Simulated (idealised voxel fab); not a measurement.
Presented below is a process module, voxel lift off.
Cross-section cut spans 295 nm and uses square cells 5 nm in size.
We lay out every cross-section as a grid of square cells and spell it out in bands from the top down, where one band means one or more rows of cells.
In this notation a band is specified by the heights of its top and bottom, in that order and in nm, after which its materials appear from left to right, each paired with its width in nm. The word "edge to edge" attached to a single material means that material fills the band from edge to edge; the word "air" stands for empty space.
Counting heights begins at 0, where everything beneath is, in the wafer as received, one material. The lowest band has no bottom; it goes on downwards, as "from 0 down" shows.
Read "30->40" as a graded width: first number on top, second number at the bottom, same change between each pair of neighbouring rows.
Key: "stayed the same" - step with no changed cell in the cross-section.
Reported under the label "Voids, enclosed" are the empty spaces having no open way to the top and comprising 8 cells or more; the notation for each is width x height at distance, in which the distance is measured from the left edge and all three values are in nm.
On each step's line, the part that comes after the settings is the simulator's own comment on the step.
"overlay nm" answers the question of how far to the right of plan the mask lay on a step that has a mask, and when it is negative the answer is to the left.
-- Process steps (planned)
1. RECEIVE [material Si]
2. CONFORMAL_DEP [material SiO2] [thk nm 15]
3. PATTERN [tone open] [mask id LINES] [material resist] [width nm 15] [pitch nm 35] [thk nm 25] [overlay nm 0]
4. DIRECTIONAL_DEP [material Ru] [thk nm 15]
5. STRIP [etch materials resist]
6. CONFORMAL_DEP [material SiN] [thk nm 5]
-- Cross-section: wafer on arrival = after step 1
> from 0 down: Si edge to edge
> Voids, enclosed: none
-- Cross-section taken at module completion on the first of two wafers; processed per the plan
> from 35 to 30: air=80, then SiN=25, then air=10, then SiN=25, then air=10, then SiN=25, then air=10, then SiN=25, then air=85
> from 30 to 20: air=80, then SiN=5, then Ru=15, then SiN=5, then air=10, then SiN=5, then Ru=15, then SiN=5, then air=10, then SiN=5, then Ru=15, then SiN=5, then air=10, then SiN=5, then Ru=15, then SiN=5, then air=85
> from 20 to 15: SiN=85, then Ru=15, then SiN=20, then Ru=15, then SiN=20, then Ru=15, then SiN=20, then Ru=15, then SiN=90
> from 15 to 0: SiO2 edge to edge
> from 0 down: Si edge to edge
> Voids, enclosed: none
-- Same start, same plan as the first wafer - but one mistake in the run. Cross-section of the second of the two at the end of the module
> from 50 to 45: air=80, then SiN=25, then air=10, then SiN=25, then air=10, then SiN=25, then air=10, then SiN=25, then air=85
> from 45 to 35: air=80, then SiN=5, then Ru=15, then SiN=5, then air=10, then SiN=5, then Ru=15, then SiN=5, then air=10, then SiN=5, then Ru=15, then SiN=5, then air=10, then SiN=5, then Ru=15, then SiN=5, then air=85
> from 35 to 30: SiN=85, then Ru=15, then SiN=20, then Ru=15, then SiN=20, then Ru=15, then SiN=20, then Ru=15, then SiN=90
> from 30 to 0: SiO2 edge to edge
> from 0 down: Si edge to edge
> Voids, enclosed: none
Nonconformance to the process plan: regarding the plan, step 2 was run twice
FYI, end of process, the second wafer has more or fewer cells of some materials than the first: SiO2 +177
